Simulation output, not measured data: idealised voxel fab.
process module | voxel self aligned contacts
Section cut is 255 nm wide and gridded with 5 nm square cells.
Bands, listed from the top down, are how a cross-section gets written in this document; the cross-section itself is a grid of square cells, and a band is one or more rows of them. Quick guide to a band line: top height, bottom height (nm) up front; then every material left to right with its width in nm. Only one material and it's marked "full width"? Then it fills the band edge to edge. And "air" just means empty space. Height reference: 0 = level under which incoming wafer is all one material. Lowest band: no bottom, runs on downward, e.g. "0 and below". Think of "30..40" as a width that walks from the first number to the second as you go down the band, top row to bottom row, taking equal-sized steps from row to row. Key: "stayed the same" - step with no changed cell in the cross-section. Heads up: "Entrapped voids" only lists the empty pockets with no open path to the top that are 8 cells or more, and it writes them as width x height at distance, distance from the left edge, in nm. Post-settings text on a step line: simulator's own remark regarding the step. overlay nm: mask right of planned place by this much (step with mask). Neg. = left.

So here's the lineup of process steps we planned
1: RECEIVE with material Si
2: CONFORMAL_DEP with material SiO2, thk nm 5
3: DIRECTIONAL_DEP with material polySi, thk nm 30
4: DIRECTIONAL_DEP with material SiN, thk nm 25
5: DIRECTIONAL_DEP with material aC, thk nm 15
6: PATTERN with tone cover, mask id GATE, material resist, width nm 35, pitch nm 75, thk nm 35, overlay nm 0
7: DIRECTIONAL_ETCH with etch materials aC, depth nm 15
8: STRIP with etch materials resist
9: DIRECTIONAL_ETCH with etch materials SiN, depth nm 25
10: DIRECTIONAL_ETCH with etch materials polySi, depth nm 30
11: STRIP with etch materials aC
12: CONFORMAL_DEP with material SiN, thk nm 10
13: DIRECTIONAL_ETCH with etch materials SiN, depth nm 10
14: FILL_DEP with material SiO2, thk nm 15
15: CMP with height nm 70
16: MASKED_ETCH with tone open, mask id CONTACT, width nm 60, etch materials SiO2, depth nm 70, overlay nm 0
17: CONFORMAL_DEP with material TiN, thk nm 5
18: FILL_DEP with material W, thk nm 10
19: CMP with height nm 70
20: CONFORMAL_DEP with material SiN, thk nm 5

Received-state cross-section, reflecting completion of step 1
    0 and below: Si full width
    Entrapped voids: none

End-of-module cross-section. Starting structure and process plan as above; one mistake made in running it
    75 down to 70: SiN full width
    70 down to 65: SiO2 60 nm, SiN 55 nm, TiN 5 nm, W 10 nm, TiN 5 nm, SiN 55 nm, SiO2 65 nm
    65 down to 40: SiO2 60 nm, SiN 10 nm, polySi 35 nm, SiN 10 nm, TiN 5 nm, W 10 nm, TiN 5 nm, SiN 10 nm, polySi 35 nm, SiN 10 nm, SiO2 65 nm
    40 down to 35: SiO2 60 nm, SiN 10 nm, polySi 35 nm, SiN 10 nm, TiN 20 nm, SiN 10 nm, polySi 35 nm, SiN 10 nm, SiO2 65 nm
    35 down to 5: polySi full width
    5 down to 0: SiO2 full width
    0 and below: Si full width
    Entrapped voids: none
Against the plan, the run slipped here: step 3 of the plan was twice carried out
